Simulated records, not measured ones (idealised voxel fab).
The following process module bears the name voxel lift off.
Each square cell in cross-section cut measures 5 nm, and the section as a whole is 215 nm wide.
We lay out every cross-section as a grid of square cells and spell it out in bands from the top down, where one band means one or more rows of cells.
The band entry comprises the height of the band's top followed by the height of its bottom, expressed in nm, and subsequently the band's materials from left to right, each stated together with its width in nm. Where a single material is marked with the word "full width", that material fills the band from edge to edge. The word "empty" represents empty space.
The reference from which all heights are counted is 0, the level beneath which the as-received wafer is entirely one material; the lowest band, having no lower bound, proceeds downward and is written after the example "from 0 down".
With a width like "30->40", each row of cells in the band differs from the next by the same amount, the top row carrying the first number and the bottom row the second.
Where the words "left unchanged" appear for a step, the cross-section shows no cell changed by that step; every cell remained as before.
Closed-off voids of 8+ cells (no open route to the top) go in "Closed internal cavities", written width x height at distance from the left edge, in nm.
Read whatever lies past the settings on a step's line as the simulator's own remark about the step.
overlay nm: on a step with a mask, how far right of its planned place the mask lay; negative means left.

[Process steps - plan]
1 RECEIVE (material Si)
2 CONFORMAL_DEP (material Al2O3; thk nm 5)
3 PATTERN (tone open; mask id LINES; material resist; width nm 25; pitch nm 40; thk nm 20; overlay nm 0)
4 DIRECTIONAL_DEP (material Ru; thk nm 10)
5 STRIP (etch materials resist)
6 CONFORMAL_DEP (material SiCN; thk nm 5)

[Cross-section, incoming material, after step 1]
  from 0 down = Si full width
  Closed internal cavities: none

[Run as planned - first of the two wafers cross-sectioned at the end of the module]
  from 20 to 15 = 30 of empty / 35 of SiCN / 5 of empty / 35 of SiCN / 5 of empty / 35 of SiCN / 5 of empty / 35 of SiCN / 30 of empty
  from 15 to 10 = 30 of empty / 5 of SiCN / 25 of Ru / 5 of SiCN / 5 of empty / 5 of SiCN / 25 of Ru / 5 of SiCN / 5 of empty / 5 of SiCN / 25 of Ru / 5 of SiCN / 5 of empty / 5 of SiCN / 25 of Ru / 5 of SiCN / 30 of empty
  from 10 to 5 = 35 of SiCN / 25 of Ru / 15 of SiCN / 25 of Ru / 15 of SiCN / 25 of Ru / 15 of SiCN / 25 of Ru / 35 of SiCN
  from 5 to 0 = Al2O3 full width
  from 0 down = Si full width
  Closed internal cavities: none

[Here is the second of the two wafers cut open at the end of the module - same start, same plan as the first one, but we made one mistake running it]
  from 10 to 5 = SiCN full width
  from 5 to 0 = Al2O3 full width
  from 0 down = Si full width
  Closed internal cavities: none
Nonconformance to the process plan: step 4 of the plan got skipped, so it never ran
Count the cells at the end and the second wafer has more or fewer of some materials than the first: Ru: 40 fewer | SiCN: 16 fewer
